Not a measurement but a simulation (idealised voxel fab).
process module | voxel transistor to metal
cross-section cut | 300 nm wide | cells 5 nm
A cross-section is a grid of square cells, given in bands from the top down. A band is one or more rows of cells.
Each band's line starts with the height of the band's top and of its bottom, in nm. Then come its materials from left to right, each with its width in nm. One material with "throughout" fills the band from edge to edge. "air" is empty space.
Height 0 is the level under which the wafer as received is all one material. The lowest band goes on downwards, as in "0 down".
A width such as "30 to 40" changes by the same amount from each row of cells to the next, from the band's top row to its bottom row.
"no change" after a step means that no cell of the cross-section changed.
closed voids: empty space of 8 cells or more with no open way to the top, each as width x height at its distance from the left edge, in nm
after a step's settings: what the simulator itself notes on the step
overlay nm, on a step with a mask: how far to the right of its planned place the mask lay; to the left if negative
Each pair below shows a cross-section before one step and the cross-section after it, down to the lowest band that changed. The line under each pair gives the step between them, with its settings. The pairs can come from different runs of this module on the same starting wafer, so a pair continues from the pair above only where its "before" says so.
before
  95 to 90: TiN 35 | air 10 | TiN 130 | air 10 | TiN 115
  90 to 80: SiO2 30 | TiN 5 | air 10 | TiN 5 | SiO2 120 | TiN 5 | air 10 | TiN 5 | SiO2 110
  80 to 75: SiO2 30 | TiN 5 | air 5 | TiN 10 | SiO2 120 | TiN 5 | air 5 | TiN 10 | SiO2 110
  75 to 60: SiO2 30 | TiN 5 | air 5 | TiN 5 | SiO2 125 | TiN 5 | air 5 | TiN 5 | SiO2 115
  60 to 55: SiCN 30 | TiN 15 | SiCN 125 | TiN 15 | SiCN 115
  55 to 50: SiCN 25 | Ru 30 | SiCN 50 | Ru 30 | SiCN 30 | Ru 30 | SiCN 50 | Ru 30 | SiCN 25
  50 to 35: SiO2 30 | TiN 5 | Ru 10 | TiN 5 | SiO2 60 | TiN 5 | Ru 10 | TiN 5 | SiO2 40 | TiN 5 | Ru 10 | TiN 5 | SiO2 60 | TiN 5 | Ru 10 | TiN 5 | SiO2 30
  35 to 30: SiN 30 | TiN 20 | SiN 60 | TiN 20 | SiN 40 | TiN 20 | SiN 60 | TiN 20 | SiN 30
  30 to 20: SiO2 30 | TiN 5 | W 10 | TiN 5 | SiO2 60 | TiN 5 | W 10 | TiN 5 | SiO2 40 | TiN 5 | W 10 | TiN 5 | SiO2 60 | TiN 5 | W 10 | TiN 5 | SiO2 30
  20 to 5: SiO2 30 | TiN 5 | W 10 | TiN 5 | SiO2 10 | SiN 5 | HfO2 5 | TiN 5 | W 10 | TiN 5 | HfO2 5 | SiN 5 | SiO2 10 | TiN 5 | W 10 | TiN 5 | SiO2 40 | TiN 5 | W 10 | TiN 5 | SiO2 10 | SiN 5 | HfO2 5 | TiN 5 | W 10 | TiN 5 | HfO2 5 | SiN 5 | SiO2 10 | TiN 5 | W 10 | TiN 5 | SiO2 30
  5 to 0: SiO2 30 | TiN 20 | SiO2 10 | SiN 5 | HfO2 5 | TiN 20 | HfO2 5 | SiN 5 | SiO2 10 | TiN 20 | SiO2 40 | TiN 20 | SiO2 10 | SiN 5 | HfO2 5 | TiN 20 | HfO2 5 | SiN 5 | SiO2 10 | TiN 20 | SiO2 30
  0 to -5: nSi 20 | SiO2 40 | HfO2 40 | SiO2 40 | nSi 20 | SiO2 40 | HfO2 40 | SiO2 40 | nSi 20
  -5 to -10: nSi 15 | SiO2 130 | nSi 10 | SiO2 130 | nSi 15
  -10 to -25: Si 15 | SiO2 130 | Si 10 | SiO2 130 | Si 15
  -25 down: Si throughout
  closed voids: none
after
  100 to 95: Cu throughout
  95 to 90: TiN 35 | Cu 10 | TiN 130 | Cu 10 | TiN 115
  90 to 80: SiO2 30 | TiN 5 | Cu 10 | TiN 5 | SiO2 120 | TiN 5 | Cu 10 | TiN 5 | SiO2 110
  80 to 75: SiO2 30 | TiN 5 | Cu 5 | TiN 10 | SiO2 120 | TiN 5 | Cu 5 | TiN 10 | SiO2 110
  75 to 60: SiO2 30 | TiN 5 | Cu 5 | TiN 5 | SiO2 125 | TiN 5 | Cu 5 | TiN 5 | SiO2 115
  below 60: unchanged
  closed voids: none
the step between: op FILL_DEP | material Cu | thk nm 5
before: the cross-section after the pair above
after
  90 to 80: SiO2 30 | TiN 5 | Cu 10 | TiN 5 | SiO2 120 | TiN 5 | Cu 10 | TiN 5 | SiO2 110
  below 80: unchanged
  closed voids: none
the step between: op CMP | height nm 90
before: the cross-section after the pair above
after
  95 to 90: SiN throughout
  below 90: unchanged
  closed voids: none
the step between: op CONFORMAL_DEP | material SiN | thk nm 5
